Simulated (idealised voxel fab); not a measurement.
Presented below is a process module, voxel wiring stack.
It is cross-section cut that appears here, measuring 190 nm in width, its square cells being 5 nm in size.
Square cells in a grid make up a cross-section in this document, and the grid is given as bands, listed from the top down, each one or more rows of cells.
Top, bottom (nm), then materials left to right with widths (nm); lone material tagged "all across" fills the whole band edge to edge; "air" = empty space.
Below 0: as-received wafer, all one material; heights counted from there. Lowest band: no bottom, goes on down, written "0 and below".
A width given as "30->40" starts at the first number in the band's top row and ends at the second number in its bottom row, shifting by an equal amount at every step from row to row.
"all unchanged" after a step means that no cell of the cross-section changed.
"Enclosed void entries" specifies each empty space that is not open to the top and that occupies no fewer than 8 cells, using the form width x height at distance, the distance measured from the left edge and all three quantities in nm.
On each step's line, the part that comes after the settings is the simulator's own comment on the step.
What "overlay nm" on a step's line means: if the step has a mask, that mask lay this far to the right of its planned place, or, when the value is negative, to the left.
For the reader: what remains of this document is a series of pairs, each showing a cross-section before one process step and a cross-section after that step which reaches down only to the lowest band that changed, with the step between them and its settings set out under the pair. It should not be assumed that a pair continues from the pair above it; the pairs can come from different runs of this module on the same starting wafer, and such continuity exists only where the entry headed "Before the step" says so.
## Before the step
    75 down to 55: 60 of resist / 25 of air / 15 of resist / 25 of air / 65 of resist
    55 down to 35: SiO2 all across
    35 down to 30: SiN all across
    30 down to 0: SiO2 all across
    0 and below: Si all across
    Enclosed void entries: none
## State After Step
    75 down to 55: 60 of resist / 25 of air / 15 of resist / 25 of air / 65 of resist
    55 down to 35: 60 of SiO2 / 25 of air / 15 of SiO2 / 25 of air / 65 of SiO2
    Whatever lies below 35 is exactly as it was before.
    Enclosed void entries: none
The step occurring between the two cross-sections depicted above is identified as op DIRECTIONAL_ETCH | etch materials SiO2 | depth nm 20
Before the step: The pre-step condition corresponds to the post-step cross-section depicted in the pair directly above.
## State After Step
    75 down to 55: 60 of resist / 25 of air / 15 of resist / 25 of air / 65 of resist
    55 down to 35: 60 of SiO2 / 25 of air / 15 of SiO2 / 25 of air / 65 of SiO2
    35 down to 30: 60 of SiN / 25 of air / 15 of SiN / 25 of air / 65 of SiN
    Whatever lies below 30 is exactly as it was before.
    Enclosed void entries: none
The step occurring between the two cross-sections depicted above is identified as op DIRECTIONAL_ETCH | etch materials SiN | depth nm 5
Before the step: The pre-step condition corresponds to the post-step cross-section depicted in the pair directly above.
## State After Step
    55 down to 35: 60 of SiO2 / 25 of air / 15 of SiO2 / 25 of air / 65 of SiO2
    Whatever lies below 35 is exactly as it was before.
    Enclosed void entries: none
The step occurring between the two cross-sections depicted above is identified as op STRIP | etch materials resist
Before the step: The pre-step condition corresponds to the post-step cross-section depicted in the pair directly above.
## State After Step
    60 down to 55: 65 of TiN / 15 of air / 25 of TiN / 15 of air / 70 of TiN
    55 down to 35: 60 of SiO2 / 5 of TiN / 15 of air / 5 of TiN / 15 of SiO2 / 5 of TiN / 15 of air / 5 of TiN / 65 of SiO2
    35 down to 30: 60 of SiN / 25 of TiN / 15 of SiN / 25 of TiN / 65 of SiN
    Whatever lies below 30 is exactly as it was before.
    Enclosed void entries: none
The step occurring between the two cross-sections depicted above is identified as op CONFORMAL_DEP | material TiN | thk nm 5
Before the step: The pre-step condition corresponds to the post-step cross-section depicted in the pair directly above.
## State After Step
    65 down to 60: W all across
    60 down to 55: 65 of TiN / 15 of W / 25 of TiN / 15 of W / 70 of TiN
    55 down to 35: 60 of SiO2 / 5 of TiN / 15 of W / 5 of TiN / 15 of SiO2 / 5 of TiN / 15 of W / 5 of TiN / 65 of SiO2
    Whatever lies below 35 is exactly as it was before.
    Enclosed void entries: none
The step occurring between the two cross-sections depicted above is identified as op FILL_DEP | material W | thk nm 5
Before the step: The pre-step condition corresponds to the post-step cross-section depicted in the pair directly above.
## State After Step
    40 down to 35: 60 of SiO2 / 5 of TiN / 15 of W / 5 of TiN / 15 of SiO2 / 5 of TiN / 15 of W / 5 of TiN / 65 of SiO2
    Whatever lies below 35 is exactly as it was before.
    Enclosed void entries: none
The step occurring between the two cross-sections depicted above is identified as op CMP | height nm 40
Before the step: The pre-step condition corresponds to the post-step cross-section depicted in the pair directly above.
## State After Step
    45 down to 40: 55 of air / 35 of Ru / 5 of air / 35 of Ru / 60 of air
    Whatever lies below 40 is exactly as it was before.
    Enclosed void entries: none
The step occurring between the two cross-sections depicted above is identified as op EPI | material Ru | thk nm 5
Before the step: The pre-step condition corresponds to the post-step cross-section depicted in the pair directly above.
## State After Step
    50 down to 45: SiCN all across
    45 down to 40: 55 of SiCN / 35 of Ru / 5 of SiCN / 35 of Ru / 60 of SiCN
    Whatever lies below 40 is exactly as it was before.
    Enclosed void entries: none
The step occurring between the two cross-sections depicted above is identified as op FILL_DEP | material SiCN | thk nm 5
Before the step: The pre-step condition corresponds to the post-step cross-section depicted in the pair directly above.
## State After Step
    80 down to 50: SiO2 all across
    Whatever lies below 50 is exactly as it was before.
    Enclosed void entries: none
The step occurring between the two cross-sections depicted above is identified as op DIRECTIONAL_DEP | material SiO2 | thk nm 30
Before the step: The pre-step condition corresponds to the post-step cross-section depicted in the pair directly above.
## State After Step
    90 down to 80: aC all across
    Whatever lies below 80 is exactly as it was before.
    Enclosed void entries: none
The step occurring between the two cross-sections depicted above is identified as op DIRECTIONAL_DEP | material aC | thk nm 10
Before the step: The pre-step condition corresponds to the post-step cross-section depicted in the pair directly above.
## State After Step
    120 down to 90: 60 of resist / 25 of air / 15 of resist / 25 of air / 65 of resist
    Whatever lies below 90 is exactly as it was before.
    Enclosed void entries: none
The step occurring between the two cross-sections depicted above is identified as op PATTERN | tone open | mask id METAL_2 | material resist | width nm 25 | pitch nm 40 | thk nm 30 | overlay nm 0
Before the step: The pre-step condition corresponds to the post-step cross-section depicted in the pair directly above.
## State After Step
    110 down to 90: 60 of resist / 25 of air / 15 of resist / 25 of air / 65 of resist
    90 down to 80: 60 of aC / 25 of air / 15 of aC / 25 of air / 65 of aC
    Whatever lies below 80 is exactly as it was before.
    Enclosed void entries: none
The step occurring between the two cross-sections depicted above is identified as op DIRECTIONAL_ETCH | etch materials aC | depth nm 10
Before the step: The pre-step condition corresponds to the post-step cross-section depicted in the pair directly above.
## State After Step
    90 down to 80: 60 of aC / 25 of air / 15 of aC / 25 of air / 65 of aC
    Whatever lies below 80 is exactly as it was before.
    Enclosed void entries: none
The step occurring between the two cross-sections depicted above is identified as op STRIP | etch materials resist
Before the step: The pre-step condition corresponds to the post-step cross-section depicted in the pair directly above.
## State After Step
    90 down to 80: 60 of aC / 25 of air / 15 of aC / 25 of air / 65 of aC
    80 down to 65: 60 of SiO2 / 25 of air / 15 of SiO2 / 25 of air / 65 of SiO2
    Whatever lies below 65 is exactly as it was before.
    Enclosed void entries: none
The step occurring between the two cross-sections depicted above is identified as op DIRECTIONAL_ETCH | etch materials SiO2 | depth nm 15
Before the step: The pre-step condition corresponds to the post-step cross-section depicted in the pair directly above.
## State After Step
    80 down to 65: 60 of SiO2 / 25 of air / 15 of SiO2 / 25 of air / 65 of SiO2
    Whatever lies below 65 is exactly as it was before.
    Enclosed void entries: none
The step occurring between the two cross-sections depicted above is identified as op STRIP | etch materials aC
Before the step: The pre-step condition corresponds to the post-step cross-section depicted in the pair directly above.
## State After Step
    95 down to 80: 60 of resist / 15 of air / 115 of resist
    80 down to 65: 60 of SiO2 / 15 of air / 10 of resist / 15 of SiO2 / 25 of resist / 65 of SiO2
    Whatever lies below 65 is exactly as it was before.
    Enclosed void entries: none
The step occurring between the two cross-sections depicted above is identified as op PATTERN | tone open | mask id METAL_2_HOLES | material resist | width nm 15 | thk nm 15 | overlay nm 0
Before the step: The pre-step condition corresponds to the post-step cross-section depicted in the pair directly above.
## State After Step
    95 down to 80: 60 of resist / 15 of air / 115 of resist
    80 down to 65: 60 of SiO2 / 15 of air / 10 of resist / 15 of SiO2 / 25 of resist / 65 of SiO2
    65 down to 50: 60 of SiO2 / 15 of air / 115 of SiO2
    Whatever lies below 50 is exactly as it was before.
    Enclosed void entries: none
The step occurring between the two cross-sections depicted above is identified as op DIRECTIONAL_ETCH | etch materials SiO2 | depth nm 15
Before the step: The pre-step condition corresponds to the post-step cross-section depicted in the pair directly above.
## State After Step
    95 down to 80: 60 of resist / 15 of air / 115 of resist
    80 down to 65: 60 of SiO2 / 15 of air / 10 of resist / 15 of SiO2 / 25 of resist / 65 of SiO2
    65 down to 50: 60 of SiO2 / 15 of air / 115 of SiO2
    50 down to 45: 60 of SiCN / 15 of air / 115 of SiCN
    Whatever lies below 45 is exactly as it was before.
    Enclosed void entries: none
The step occurring between the two cross-sections depicted above is identified as op DIRECTIONAL_ETCH | etch materials SiCN | depth nm 5
Before the step: The pre-step condition corresponds to the post-step cross-section depicted in the pair directly above.
## State After Step
    80 down to 65: 60 of SiO2 / 25 of air / 15 of SiO2 / 25 of air / 65 of SiO2
    Whatever lies below 65 is exactly as it was before.
    Enclosed void entries: none
The step occurring between the two cross-sections depicted above is identified as op STRIP | etch materials resist
Before the step: The pre-step condition corresponds to the post-step cross-section depicted in the pair directly above.
## State After Step
    85 down to 80: 65 of TiN / 15 of air / 25 of TiN / 15 of air / 70 of TiN
    80 down to 70: 60 of SiO2 / 5 of TiN / 15 of air / 5 of TiN / 15 of SiO2 / 5 of TiN / 15 of air / 5 of TiN / 65 of SiO2
    70 down to 65: 60 of SiO2 / 5 of TiN / 5 of air / 15 of TiN / 15 of SiO2 / 25 of TiN / 65 of SiO2
    65 down to 50: 60 of SiO2 / 5 of TiN / 5 of air / 5 of TiN / 115 of SiO2
    50 down to 45: 60 of SiCN / 15 of TiN / 115 of SiCN
    Whatever lies below 45 is exactly as it was before.
    Enclosed void entries: none
The step occurring between the two cross-sections depicted above is identified as op CONFORMAL_DEP | material TiN | thk nm 5
Before the step: The pre-step condition corresponds to the post-step cross-section depicted in the pair directly above.
## State After Step
    95 down to 85: Ru all across
    85 down to 80: 65 of TiN / 15 of Ru / 25 of TiN / 15 of Ru / 70 of TiN
    80 down to 70: 60 of SiO2 / 5 of TiN / 15 of Ru / 5 of TiN / 15 of SiO2 / 5 of TiN / 15 of Ru / 5 of TiN / 65 of SiO2
    70 down to 65: 60 of SiO2 / 5 of TiN / 5 of Ru / 15 of TiN / 15 of SiO2 / 25 of TiN / 65 of SiO2
    65 down to 50: 60 of SiO2 / 5 of TiN / 5 of Ru / 5 of TiN / 115 of SiO2
    Whatever lies below 50 is exactly as it was before.
    Enclosed void entries: none
The step occurring between the two cross-sections depicted above is identified as op FILL_DEP | material Ru | thk nm 10
Before the step: The pre-step condition corresponds to the post-step cross-section depicted in the pair directly above.
## State After Step
    80 down to 70: 60 of SiO2 / 5 of TiN / 15 of Ru / 5 of TiN / 15 of SiO2 / 5 of TiN / 15 of Ru / 5 of TiN / 65 of SiO2
    Whatever lies below 70 is exactly as it was before.
    Enclosed void entries: none
The step occurring between the two cross-sections depicted above is identified as op CMP | height nm 80
Before the step: The pre-step condition corresponds to the post-step cross-section depicted in the pair directly above.
## State After Step
    85 down to 80: SiCN all across
    Whatever lies below 80 is exactly as it was before.
    Enclosed void entries: none
The step occurring between the two cross-sections depicted above is identified as op CONFORMAL_DEP | material SiCN | thk nm 5
Before the step: The pre-step condition corresponds to the post-step cross-section depicted in the pair directly above.
## State After Step
    100 down to 85: SiO2 all across
    Whatever lies below 85 is exactly as it was before.
    Enclosed void entries: none
The step occurring between the two cross-sections depicted above is identified as op DIRECTIONAL_DEP | material SiO2 | thk nm 15
Before the step: The pre-step condition corresponds to the post-step cross-section depicted in the pair directly above.
## State After Step
    115 down to 100: aC all across
    Whatever lies below 100 is exactly as it was before.
    Enclosed void entries: none
The step occurring between the two cross-sections depicted above is identified as op DIRECTIONAL_DEP | material aC | thk nm 15
Before the step: The pre-step condition corresponds to the post-step cross-section depicted in the pair directly above.
## State After Step
    150 down to 115: 60 of resist / 15 of air / 115 of resist
    Whatever lies below 115 is exactly as it was before.
    Enclosed void entries: none
The step occurring between the two cross-sections depicted above is identified as op PATTERN | tone open | mask id PLUG_2 | material resist | width nm 15 | thk nm 35 | overlay nm 0
Before the step: The pre-step condition corresponds to the post-step cross-section depicted in the pair directly above.
## State After Step
    135 down to 115: 60 of resist / 15 of air / 115 of resist
    115 down to 100: 60 of aC / 15 of air / 115 of aC
    Whatever lies below 100 is exactly as it was before.
    Enclosed void entries: none
The step occurring between the two cross-sections depicted above is identified as op DIRECTIONAL_ETCH | etch materials aC | depth nm 15
Before the step: The pre-step condition corresponds to the post-step cross-section depicted in the pair directly above.
## State After Step
    115 down to 100: 60 of aC / 15 of air / 115 of aC
    Whatever lies below 100 is exactly as it was before.
    Enclosed void entries: none
The step occurring between the two cross-sections depicted above is identified as op STRIP | etch materials resist
Before the step: The pre-step condition corresponds to the post-step cross-section depicted in the pair directly above.
## State After Step
    115 down to 100: 60 of aC / 15 of air / 115 of aC
    100 down to 85: 60 of SiO2 / 15 of air / 115 of SiO2
    Whatever lies below 85 is exactly as it was before.
    Enclosed void entries: none
The step occurring between the two cross-sections depicted above is identified as op DIRECTIONAL_ETCH | etch materials SiO2 | depth nm 15
Before the step: The pre-step condition corresponds to the post-step cross-section depicted in the pair directly above.
## State After Step
    115 down to 100: 60 of aC / 15 of air / 115 of aC
    100 down to 85: 60 of SiO2 / 15 of air / 115 of SiO2
    85 down to 80: 60 of SiCN / 15 of air / 115 of SiCN
    Whatever lies below 80 is exactly as it was before.
    Enclosed void entries: none
The step occurring between the two cross-sections depicted above is identified as op DIRECTIONAL_ETCH | etch materials SiCN | depth nm 5
Before the step: The pre-step condition corresponds to the post-step cross-section depicted in the pair directly above.
## State After Step
    100 down to 85: 60 of SiO2 / 15 of air / 115 of SiO2
    Whatever lies below 85 is exactly as it was before.
    Enclosed void entries: none
The step occurring between the two cross-sections depicted above is identified as op STRIP | etch materials aC
Before the step: The pre-step condition corresponds to the post-step cross-section depicted in the pair directly above.
## State After Step
    105 down to 100: 65 of TiN / 5 of air / 120 of TiN
    100 down to 85: 60 of SiO2 / 5 of TiN / 5 of air / 5 of TiN / 115 of SiO2
    85 down to 80: 60 of SiCN / 15 of TiN / 115 of SiCN
    Whatever lies below 80 is exactly as it was before.
    Enclosed void entries: none
The step occurring between the two cross-sections depicted above is identified as op CONFORMAL_DEP | material TiN | thk nm 5
Before the step: The pre-step condition corresponds to the post-step cross-section depicted in the pair directly above.
## State After Step
    110 down to 105: Ru all across
    105 down to 100: 65 of TiN / 5 of Ru / 120 of TiN
    100 down to 85: 60 of SiO2 / 5 of TiN / 5 of Ru / 5 of TiN / 115 of SiO2
    Whatever lies below 85 is exactly as it was before.
    Enclosed void entries: none
The step occurring between the two cross-sections depicted above is identified as op FILL_DEP | material Ru | thk nm 5
Before the step: The pre-step condition corresponds to the post-step cross-section depicted in the pair directly above.
## State After Step
    100 down to 85: 60 of SiO2 / 5 of TiN / 5 of Ru / 5 of TiN / 115 of SiO2
    Whatever lies below 85 is exactly as it was before.
    Enclosed void entries: none
The step occurring between the two cross-sections depicted above is identified as op CMP | height nm 100
Before the step: The pre-step condition corresponds to the post-step cross-section depicted in the pair directly above.
## State After Step
    105 down to 100: TiN all across
    Whatever lies below 100 is exactly as it was before.
    Enclosed void entries: none
The step occurring between the two cross-sections depicted above is identified as op DIRECTIONAL_DEP | material TiN | thk nm 5
Before the step: The pre-step condition corresponds to the post-step cross-section depicted in the pair directly above.
## State After Step
    125 down to 105: W all across
    Whatever lies below 105 is exactly as it was before.
    Enclosed void entries: none
The step occurring between the two cross-sections depicted above is identified as op DIRECTIONAL_DEP | material W | thk nm 20
Before the step: The pre-step condition corresponds to the post-step cross-section depicted in the pair directly above.
## State After Step
    145 down to 125: 60 of air / 25 of resist / 15 of air / 25 of resist / 65 of air
    Whatever lies below 125 is exactly as it was before.
    Enclosed void entries: none
The step occurring between the two cross-sections depicted above is identified as op PATTERN | tone cover | mask id METAL_3 | material resist | width nm 25 | pitch nm 40 | thk nm 20 | overlay nm 0
Before the step: The pre-step condition corresponds to the post-step cross-section depicted in the pair directly above.
## State After Step
    145 down to 125: 60 of air / 25 of resist / 15 of air / 25 of resist / 65 of air
    125 down to 105: 60 of air / 25 of W / 15 of air / 25 of W / 65 of air
    Whatever lies below 105 is exactly as it was before.
    Enclosed void entries: none
The step occurring between the two cross-sections depicted above is identified as op DIRECTIONAL_ETCH | etch materials W | depth nm 20
Before the step: The pre-step condition corresponds to the post-step cross-section depicted in the pair directly above.
## State After Step
    145 down to 125: 60 of air / 25 of resist / 15 of air / 25 of resist / 65 of air
    125 down to 105: 60 of air / 25 of W / 15 of air / 25 of W / 65 of air
    105 down to 100: 60 of air / 25 of TiN / 15 of air / 25 of TiN / 65 of air
    Whatever lies below 100 is exactly as it was before.
    Enclosed void entries: none
The step occurring between the two cross-sections depicted above is identified as op DIRECTIONAL_ETCH | etch materials TiN | depth nm 5
Before the step: The pre-step condition corresponds to the post-step cross-section depicted in the pair directly above.
## State After Step
    125 down to 105: 60 of air / 25 of W / 15 of air / 25 of W / 65 of air
    Whatever lies below 105 is exactly as it was before.
    Enclosed void entries: none
The step occurring between the two cross-sections depicted above is identified as op STRIP | etch materials resist
Before the step: The pre-step condition corresponds to the post-step cross-section depicted in the pair directly above.
## State After Step
    130 down to 125: 55 of air / 35 of SiN / 5 of air / 35 of SiN / 60 of air
    125 down to 105: 55 of air / 5 of SiN / 25 of W / 5 of SiN / 5 of air / 5 of SiN / 25 of W / 5 of SiN / 60 of air
    105 down to 100: 60 of SiN / 25 of TiN / 15 of SiN / 25 of TiN / 65 of SiN
    Whatever lies below 100 is exactly as it was before.
    Enclosed void entries: none
The step occurring between the two cross-sections depicted above is identified as op CONFORMAL_DEP | material SiN | thk nm 5
Before the step: The pre-step condition corresponds to the post-step cross-section depicted in the pair directly above.
## State After Step
    135 down to 130: SiO2 all across
    130 down to 125: 55 of SiO2 / 35 of SiN / 5 of SiO2 / 35 of SiN / 60 of SiO2
    125 down to 105: 55 of SiO2 / 5 of SiN / 25 of W / 5 of SiN / 5 of SiO2 / 5 of SiN / 25 of W / 5 of SiN / 60 of SiO2
    Whatever lies below 105 is exactly as it was before.
    Enclosed void entries: none
The step occurring between the two cross-sections depicted above is identified as op FILL_DEP | material SiO2 | thk nm 5
Before the step: The pre-step condition corresponds to the post-step cross-section depicted in the pair directly above.
## State After Step
    125 down to 105: 55 of SiO2 / 5 of SiN / 25 of W / 5 of SiN / 5 of SiO2 / 5 of SiN / 25 of W / 5 of SiN / 60 of SiO2
    Whatever lies below 105 is exactly as it was before.
    Enclosed void entries: none
The step occurring between the two cross-sections depicted above is identified as op CMP | height nm 125
Before the step: The pre-step condition corresponds to the post-step cross-section depicted in the pair directly above.
## State After Step
    130 down to 125: SiCN all across
    Whatever lies below 125 is exactly as it was before.
    Enclosed void entries: none
The step occurring between the two cross-sections depicted above is identified as op CONFORMAL_DEP | material SiCN | thk nm 5
## Before the step
    50 down to 45: SiCN all across
    45 down to 40: 55 of SiCN / 35 of Ru / 5 of SiCN / 35 of Ru / 60 of SiCN
    40 down to 20: 60 of SiO2 / 5 of TiN / 15 of W / 5 of TiN / 15 of SiO2 / 5 of TiN / 15 of W / 5 of TiN / 65 of SiO2
    20 down to 15: 60 of SiN / 25 of TiN / 15 of SiN / 25 of TiN / 65 of SiN
    15 down to 0: SiO2 all across
    0 and below: Si all across
    Enclosed void entries: none
## State After Step
    60 down to 50: aC all across
    Whatever lies below 50 is exactly as it was before.
    Enclosed void entries: none
The step occurring between the two cross-sections depicted above is identified as op DIRECTIONAL_DEP | material aC | thk nm 10
Before the step: The pre-step condition corresponds to the post-step cross-section depicted in the pair directly above.
## State After Step
    90 down to 60: SiO2 all across
    Whatever lies below 60 is exactly as it was before.
    Enclosed void entries: none
The step occurring between the two cross-sections depicted above is identified as op DIRECTIONAL_DEP | material SiO2 | thk nm 30
Before the step: The pre-step condition corresponds to the post-step cross-section depicted in the pair directly above.
## State After Step
    120 down to 90: 60 of resist / 25 of air / 15 of resist / 25 of air / 65 of resist
    Whatever lies below 90 is exactly as it was before.
    Enclosed void entries: none
The step occurring between the two cross-sections depicted above is identified as op PATTERN | tone open | mask id METAL_2 | material resist | width nm 25 | pitch nm 40 | thk nm 30 | overlay nm 0
Before the step: The pre-step condition corresponds to the post-step cross-section depicted in the pair directly above.
## State After Step
    110 down to 90: 60 of resist / 25 of air / 15 of resist / 25 of air / 65 of resist
    Whatever lies below 90 is exactly as it was before.
    Enclosed void entries: none
The step occurring between the two cross-sections depicted above is identified as op DIRECTIONAL_ETCH | etch materials aC | depth nm 10
Before the step: The pre-step condition corresponds to the post-step cross-section depicted in the pair directly above.
## State After Step
    90 down to 60: SiO2 all across
    Whatever lies below 60 is exactly as it was before.
    Enclosed void entries: none
The step occurring between the two cross-sections depicted above is identified as op STRIP | etch materials resist
Before the step: The pre-step condition corresponds to the post-step cross-section depicted in the pair directly above.
## State After Step
    75 down to 60: SiO2 all across
    Whatever lies below 60 is exactly as it was before.
    Enclosed void entries: none
The step occurring between the two cross-sections depicted above is identified as op DIRECTIONAL_ETCH | etch materials SiO2 | depth nm 15
Before the step: The pre-step condition corresponds to the post-step cross-section depicted in the pair directly above.
## State After Step
    90 down to 75: 60 of resist / 15 of air / 115 of resist
    Whatever lies below 75 is exactly as it was before.
    Enclosed void entries: none
The step occurring between the two cross-sections depicted above is identified as op PATTERN | tone open | mask id METAL_2_HOLES | material resist | width nm 15 | thk nm 15 | overlay nm 0
Before the step: The pre-step condition corresponds to the post-step cross-section depicted in the pair directly above.
## State After Step
    90 down to 75: 60 of resist / 15 of air / 115 of resist
    75 down to 60: 60 of SiO2 / 15 of air / 115 of SiO2
    Whatever lies below 60 is exactly as it was before.
    Enclosed void entries: none
The step occurring between the two cross-sections depicted above is identified as op DIRECTIONAL_ETCH | etch materials SiO2 | depth nm 15
Before the step: The pre-step condition corresponds to the post-step cross-section depicted in the pair directly above.
## State After Step
    75 down to 60: 60 of SiO2 / 15 of air / 115 of SiO2
    Whatever lies below 60 is exactly as it was before.
    Enclosed void entries: none
The step occurring between the two cross-sections depicted above is identified as op STRIP | etch materials resist
Before the step: The pre-step condition corresponds to the post-step cross-section depicted in the pair directly above.
## State After Step
    80 down to 75: 65 of TiN / 5 of air / 120 of TiN
    75 down to 65: 60 of SiO2 / 5 of TiN / 5 of air / 5 of TiN / 115 of SiO2
    65 down to 60: 60 of SiO2 / 15 of TiN / 115 of SiO2
    Whatever lies below 60 is exactly as it was before.
    Enclosed void entries: none
The step occurring between the two cross-sections depicted above is identified as op CONFORMAL_DEP | material TiN | thk nm 5
Before the step: The pre-step condition corresponds to the post-step cross-section depicted in the pair directly above.
## State After Step
    90 down to 80: Ru all across
    80 down to 75: 65 of TiN / 5 of Ru / 120 of TiN
    75 down to 65: 60 of SiO2 / 5 of TiN / 5 of Ru / 5 of TiN / 115 of SiO2
    Whatever lies below 65 is exactly as it was before.
    Enclosed void entries: none
The step occurring between the two cross-sections depicted above is identified as op FILL_DEP | material Ru | thk nm 10
Before the step: The pre-step condition corresponds to the post-step cross-section depicted in the pair directly above.
## State After Step
    80 down to 75: 65 of TiN / 5 of Ru / 120 of TiN
    Whatever lies below 75 is exactly as it was before.
    Enclosed void entries: none
The step occurring between the two cross-sections depicted above is identified as op CMP | height nm 80
Before the step: The pre-step condition corresponds to the post-step cross-section depicted in the pair directly above.
## State After Step
    85 down to 80: SiCN all across
    Whatever lies below 80 is exactly as it was before.
    Enclosed void entries: none
The step occurring between the two cross-sections depicted above is identified as op CONFORMAL_DEP | material SiCN | thk nm 5
Before the step: The pre-step condition corresponds to the post-step cross-section depicted in the pair directly above.
## State After Step
    100 down to 85: SiO2 all across
    Whatever lies below 85 is exactly as it was before.
    Enclosed void entries: none
The step occurring between the two cross-sections depicted above is identified as op DIRECTIONAL_DEP | material SiO2 | thk nm 15
Before the step: The pre-step condition corresponds to the post-step cross-section depicted in the pair directly above.
## State After Step
    115 down to 100: aC all across
    Whatever lies below 100 is exactly as it was before.
    Enclosed void entries: none
The step occurring between the two cross-sections depicted above is identified as op DIRECTIONAL_DEP | material aC | thk nm 15
Before the step: The pre-step condition corresponds to the post-step cross-section depicted in the pair directly above.
## State After Step
    150 down to 115: 60 of resist / 15 of air / 115 of resist
    Whatever lies below 115 is exactly as it was before.
    Enclosed void entries: none
The step occurring between the two cross-sections depicted above is identified as op PATTERN | tone open | mask id PLUG_2 | material resist | width nm 15 | thk nm 35 | overlay nm 0
Before the step: The pre-step condition corresponds to the post-step cross-section depicted in the pair directly above.
## State After Step
    135 down to 115: 60 of resist / 15 of air / 115 of resist
    115 down to 100: 60 of aC / 15 of air / 115 of aC
    Whatever lies below 100 is exactly as it was before.
    Enclosed void entries: none
The step occurring between the two cross-sections depicted above is identified as op DIRECTIONAL_ETCH | etch materials aC | depth nm 15
Before the step: The pre-step condition corresponds to the post-step cross-section depicted in the pair directly above.
## State After Step
    115 down to 100: 60 of aC / 15 of air / 115 of aC
    Whatever lies below 100 is exactly as it was before.
    Enclosed void entries: none
The step occurring between the two cross-sections depicted above is identified as op STRIP | etch materials resist
Before the step: The pre-step condition corresponds to the post-step cross-section depicted in the pair directly above.
## State After Step
    115 down to 100: 60 of aC / 15 of air / 115 of aC
    100 down to 85: 60 of SiO2 / 15 of air / 115 of SiO2
    Whatever lies below 85 is exactly as it was before.
    Enclosed void entries: none
The step occurring between the two cross-sections depicted above is identified as op DIRECTIONAL_ETCH | etch materials SiO2 | depth nm 15
Before the step: The pre-step condition corresponds to the post-step cross-section depicted in the pair directly above.
## State After Step
    115 down to 100: 60 of aC / 15 of air / 115 of aC
    100 down to 85: 60 of SiO2 / 15 of air / 115 of SiO2
    85 down to 80: 60 of SiCN / 15 of air / 115 of SiCN
    Whatever lies below 80 is exactly as it was before.
    Enclosed void entries: none
The step occurring between the two cross-sections depicted above is identified as op DIRECTIONAL_ETCH | etch materials SiCN | depth nm 5
Before the step: The pre-step condition corresponds to the post-step cross-section depicted in the pair directly above.
## State After Step
    100 down to 85: 60 of SiO2 / 15 of air / 115 of SiO2
    Whatever lies below 85 is exactly as it was before.
    Enclosed void entries: none
The step occurring between the two cross-sections depicted above is identified as op STRIP | etch materials aC
Before the step: The pre-step condition corresponds to the post-step cross-section depicted in the pair directly above.
## State After Step
    105 down to 100: 65 of TiN / 5 of air / 120 of TiN
    100 down to 85: 60 of SiO2 / 5 of TiN / 5 of air / 5 of TiN / 115 of SiO2
    85 down to 80: 60 of SiCN / 15 of TiN / 115 of SiCN
    Whatever lies below 80 is exactly as it was before.
    Enclosed void entries: none
The step occurring between the two cross-sections depicted above is identified as op CONFORMAL_DEP | material TiN | thk nm 5
Before the step: The pre-step condition corresponds to the post-step cross-section depicted in the pair directly above.
## State After Step
    110 down to 105: Ru all across
    105 down to 100: 65 of TiN / 5 of Ru / 120 of TiN
    100 down to 85: 60 of SiO2 / 5 of TiN / 5 of Ru / 5 of TiN / 115 of SiO2
    Whatever lies below 85 is exactly as it was before.
    Enclosed void entries: none
The step occurring between the two cross-sections depicted above is identified as op FILL_DEP | material Ru | thk nm 5
Before the step: The pre-step condition corresponds to the post-step cross-section depicted in the pair directly above.
## State After Step
    100 down to 85: 60 of SiO2 / 5 of TiN / 5 of Ru / 5 of TiN / 115 of SiO2
    Whatever lies below 85 is exactly as it was before.
    Enclosed void entries: none
The step occurring between the two cross-sections depicted above is identified as op CMP | height nm 100
Before the step: The pre-step condition corresponds to the post-step cross-section depicted in the pair directly above.
## State After Step
    105 down to 100: TiN all across
    Whatever lies below 100 is exactly as it was before.
    Enclosed void entries: none
The step occurring between the two cross-sections depicted above is identified as op DIRECTIONAL_DEP | material TiN | thk nm 5
Before the step: The pre-step condition corresponds to the post-step cross-section depicted in the pair directly above.
## State After Step
    125 down to 105: W all across
    Whatever lies below 105 is exactly as it was before.
    Enclosed void entries: none
The step occurring between the two cross-sections depicted above is identified as op DIRECTIONAL_DEP | material W | thk nm 20
Before the step: The pre-step condition corresponds to the post-step cross-section depicted in the pair directly above.
## State After Step
    145 down to 125: 60 of air / 25 of resist / 15 of air / 25 of resist / 65 of air
    Whatever lies below 125 is exactly as it was before.
    Enclosed void entries: none
The step occurring between the two cross-sections depicted above is identified as op PATTERN | tone cover | mask id METAL_3 | material resist | width nm 25 | pitch nm 40 | thk nm 20 | overlay nm 0
Before the step: The pre-step condition corresponds to the post-step cross-section depicted in the pair directly above.
## State After Step
    145 down to 125: 60 of air / 25 of resist / 15 of air / 25 of resist / 65 of air
    125 down to 105: 60 of air / 25 of W / 15 of air / 25 of W / 65 of air
    Whatever lies below 105 is exactly as it was before.
    Enclosed void entries: none
The step occurring between the two cross-sections depicted above is identified as op DIRECTIONAL_ETCH | etch materials W | depth nm 20
Before the step: The pre-step condition corresponds to the post-step cross-section depicted in the pair directly above.
## State After Step
    145 down to 125: 60 of air / 25 of resist / 15 of air / 25 of resist / 65 of air
    125 down to 105: 60 of air / 25 of W / 15 of air / 25 of W / 65 of air
    105 down to 100: 60 of air / 25 of TiN / 15 of air / 25 of TiN / 65 of air
    Whatever lies below 100 is exactly as it was before.
    Enclosed void entries: none
The step occurring between the two cross-sections depicted above is identified as op DIRECTIONAL_ETCH | etch materials TiN | depth nm 5
Before the step: The pre-step condition corresponds to the post-step cross-section depicted in the pair directly above.
## State After Step
    125 down to 105: 60 of air / 25 of W / 15 of air / 25 of W / 65 of air
    Whatever lies below 105 is exactly as it was before.
    Enclosed void entries: none
The step occurring between the two cross-sections depicted above is identified as op STRIP | etch materials resist
Before the step: The pre-step condition corresponds to the post-step cross-section depicted in the pair directly above.
## State After Step
    130 down to 125: 55 of air / 35 of SiN / 5 of air / 35 of SiN / 60 of air
    125 down to 105: 55 of air / 5 of SiN / 25 of W / 5 of SiN / 5 of air / 5 of SiN / 25 of W / 5 of SiN / 60 of air
    105 down to 100: 60 of SiN / 25 of TiN / 15 of SiN / 25 of TiN / 65 of SiN
    Whatever lies below 100 is exactly as it was before.
    Enclosed void entries: none
The step occurring between the two cross-sections depicted above is identified as op CONFORMAL_DEP | material SiN | thk nm 5
